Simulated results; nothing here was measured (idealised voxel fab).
The following is a process module called voxel released beams.
The cross-section on display is named cut; it measures 245 nm wide, and its cells are 5 nm squares.
Cross-section layout: square cells on a grid; listed as bands, top to bottom; a band spans one or more cell rows.
Within each band entry, the heights of the top and of the bottom of the band appear first, in that order and in nm; the materials of the band then follow from left to right, each with its corresponding width in nm. The designation "edge to edge" on a single material indicates that it fills the band from edge to edge; the designation "air" indicates empty space.
It should be noted that heights are counted from 0, beneath which the wafer as supplied is of one material throughout, and that the lowest band possesses no lower boundary but continues downward, as written in "0 and below".
The notation "30 to 40" denotes a width that varies across the rows of cells in the band, beginning at the first number in the top row, finishing at the second number in the bottom row, and changing by an identical amount from each row to the next.
"no change occurred" means the step left every cell of the cross-section as it was.
Basically, "Closed void listing" tells you about the enclosed voids: empty spaces with no open way to the top, 8 cells or bigger, each written width x height at distance, where distance is from the left edge, all in nm.
Formally, on a step line, whatever follows the settings is a remark that the simulator itself makes on the step.
overlay nm: for a step with a mask, the amount by which the mask lay right of where it was planned; a negative amount means left of it.
THESE ARE THE STEPS WE PLANNED FOR THE PROCESS
1,RECEIVE,material Si
2,CONFORMAL_DEP,material Al2O3,thk nm 5
3,DIRECTIONAL_DEP,material SiO2,thk nm 15
4,DIRECTIONAL_DEP,material aC,thk nm 10
5,PATTERN,tone open,mask id ANCHOR,material resist,width nm 25,thk nm 30,overlay nm 0
6,DIRECTIONAL_ETCH,etch materials aC,depth nm 10
7,STRIP,etch materials resist
8,DIRECTIONAL_ETCH,etch materials SiO2,depth nm 15
9,STRIP,etch materials aC
10,CONFORMAL_DEP,material polySi,thk nm 10
11,DIRECTIONAL_DEP,material aC,thk nm 15
12,PATTERN,tone cover,mask id BEAM,material resist,width nm 80,thk nm 30,overlay nm -15
13,DIRECTIONAL_ETCH,etch materials aC,depth nm 15
14,STRIP,etch materials resist
15,DIRECTIONAL_ETCH,etch materials polySi,depth nm 10
16,STRIP,etch materials aC
17,STRIP,etch materials SiO2
Split variable: overlay nm, step 12. Plan value = first wafer. Wafers start alike.
FIRST OF SEVERAL WAFERS, RECEIVED AFTER STEP 1, IN CROSS-SECTION
0 and below = Si edge to edge
Closed void listing: none
GAINED (+) OR LOST (-) CELLS OF EACH MATERIAL SINCE RECEIPT, THEN CLOSED VOIDS: ONE ROW PER WAFER, AT THE END OF THE MODULE
overlay nm -15, +49 Al2O3, +44 polySi, Closed void listing: none
overlay nm -10, +49 Al2O3, +44 polySi, Closed void listing: none
overlay nm -5, +49 Al2O3, +44 polySi, Closed void listing: none
overlay nm 0, +49 Al2O3, +44 polySi, Closed void listing: none
overlay nm 5, +49 Al2O3, +44 polySi, Closed void listing: none
overlay nm 10, +49 Al2O3, +44 polySi, Closed void listing: none
overlay nm 15, +49 Al2O3, +44 polySi, Closed void listing: none
